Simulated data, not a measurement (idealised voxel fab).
process module | voxel trench capacitor
Xsec cut, 265 nm wide, square cell size 5 nm.
A cross-section is written here as square cells arranged in a grid, and it is given in bands from the top down, each band taking up one or more rows of cells.
This entry defines a band. It first specifies the height of the band's top and the height of its bottom in nm, and then specifies the band's materials from left to right, stating each material with its width in nm. The word "full width" identifies a single material that fills the band from edge to edge, while the word "air" identifies empty space.
Counting heights begins at 0, where everything beneath is, in the wafer as received, one material. The lowest band has no bottom; it goes on downwards, as "z 0 and below" shows.
Width spec "30..40" -> top row of cells at first value, bottom row at second value, equal per-row change in between.
Reading "everything unchanged" for a step: not a cell of the cross-section changed in it.
"Fully sealed voids" means: voids of 8 cells or more that are shut off from the top with no open way through. Written width x height at distance, distance from the left edge, in nm.
Past the settings on a step's line: simulator remark, on that step.
"overlay nm" on a masked step: distance the mask lay right of its planned place, negative for left.
# Process steps - plan
1. op RECEIVE | material Si
2. op CONFORMAL_DEP | material SiN | thk nm 5
3. op DIRECTIONAL_DEP | material aC | thk nm 10
4. op PATTERN | tone open | mask id TRENCH | material resist | width nm 30 | pitch nm 60 | thk nm 30 | overlay nm 0
5. op DIRECTIONAL_ETCH | etch materials aC | depth nm 10
6. op STRIP | etch materials resist
7. op DIRECTIONAL_ETCH | etch materials SiN | depth nm 5
8. op DIRECTIONAL_ETCH | etch materials Si | depth nm 40
9. op STRIP | etch materials aC
10. op CONFORMAL_DEP | material HfO2 | thk nm 5
11. op CONFORMAL_DEP | material TiN | thk nm 5
12. op FILL_DEP | material W | thk nm 5
13. op CMP | height nm 5
# Cross-section: wafer on arrival = after step 1
z 0 and below  Si full width
Fully sealed voids: none
# This is how the wafer looks in cross-section once the module is done, given the starting state and plan above and one mistake in carrying the plan out
z 5 to 0  85 SiN, then 10 HfO2, then 10 W, then 10 HfO2, then 30 SiN, then 10 HfO2, then 10 W, then 10 HfO2, then 90 SiN
z 0 to -30  85 Si, then 10 HfO2, then 10 W, then 10 HfO2, then 30 Si, then 10 HfO2, then 10 W, then 10 HfO2, then 90 Si
z -30 to -40  85 Si, then 30 HfO2, then 30 Si, then 30 HfO2, then 90 Si
z -40 and below  Si full width
Fully sealed voids: none
Against the plan, the run slipped here: step 11 was run on a setting that differed from the plan, and what really ran there is op CONFORMAL_DEP | material HfO2 | thk nm 5
